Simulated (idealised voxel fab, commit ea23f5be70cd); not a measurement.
Process module heading - voxel self aligned vias
FYI the section here is cut, 175 nm wide, cells are 5 nm squares.
Bands, listed from the top down, are how a cross-section gets written in this document; the cross-section itself is a grid of square cells, and a band is one or more rows of them. Band: top height; bottom height; in nm. Then, left to right: material with width in nm, for each material. "edge to edge": a single material spanning edge to edge. "air": empty space. Counting heights begins at 0, where everything beneath is, in the wafer as received, one material. The lowest band has no bottom; it goes on downwards, as "z 0 and below" shows. Think of "30..40" as a width that walks from the first number to the second as you go down the band, top row to bottom row, taking equal-sized steps from row to row. Take "remained unchanged" at face value: in the step it is given for, the cross-section changed in none of its cells. You'll see "Closed void listing" listing empty spaces that have no way open to the top, as long as they're 8 cells or more; the notation is width x height at distance, where the distance is from the left edge, and all of it is in nm. That trailing text on a step's line, after the settings, is the simulator's own remark on the step. overlay nm: mask offset rightward from planned place, masked step; negative means leftward offset.
[Process steps foreseen in the plan]
1 RECEIVE | material Si
2 CONFORMAL_DEP | material SiO2 | thk nm 10
3 CONFORMAL_DEP | material SiCN | thk nm 5
4 DIRECTIONAL_DEP | material lowk | thk nm 25
5 MASKED_ETCH | tone open | mask id LINES | width nm 30 | pitch nm 75 | etch materials lowk | depth nm 25 | overlay nm 0
6 CONFORMAL_DEP | material TiN | thk nm 5
7 FILL_DEP | material Ru | thk nm 10
8 CMP | height nm 40
9 SELECTIVE_ETCH | etch materials W Ru TiN | depth nm 10
10 FILL_DEP | material SiN | thk nm 10
11 CMP | height nm 40
12 DIRECTIONAL_DEP | material lowk | thk nm 20
13 MASKED_ETCH | tone open | mask id VIAS | width nm 50 | etch materials lowk | depth nm 20 | overlay nm 0
14 MASKED_ETCH | tone open | mask id VIAS | width nm 50 | etch materials SiN | depth nm 10 | overlay nm 0
15 CONFORMAL_DEP | material TiN | thk nm 5
16 FILL_DEP | material Cu | thk nm 5
17 CMP | height nm 60
18 CONFORMAL_DEP | material SiN | thk nm 5
[Cross-section of the wafer at receipt, which is the condition after step 1]
	z 0 and below | Si edge to edge
	Closed void listing: none
[The plan above was carried out on the starting structure above with one mistake, and this cross-section shows the wafer at the end of the module]
	z 65 to 60 | SiN edge to edge
	z 60 to 40 | 25 lowk, then 5 TiN, then 40 Cu, then 5 TiN, then 100 lowk
	z 40 to 35 | 25 SiN, then 5 TiN, then 40 Cu, then 5 TiN, then 100 SiN
	z 35 to 30 | 25 SiN, then 50 TiN, then 100 SiN
	z 30 to 10 | 35 lowk, then 5 TiN, then 20 Ru, then 5 TiN, then 45 lowk, then 5 TiN, then 20 Ru, then 5 TiN, then 35 lowk
	z 10 to 5 | 35 lowk, then 30 TiN, then 45 lowk, then 30 TiN, then 35 lowk
	z 5 to 0 | SiCN edge to edge
	z 0 and below | Si edge to edge
	Closed void listing: none
Here's what went sideways: step 2 in the plan did not get run; it was skipped
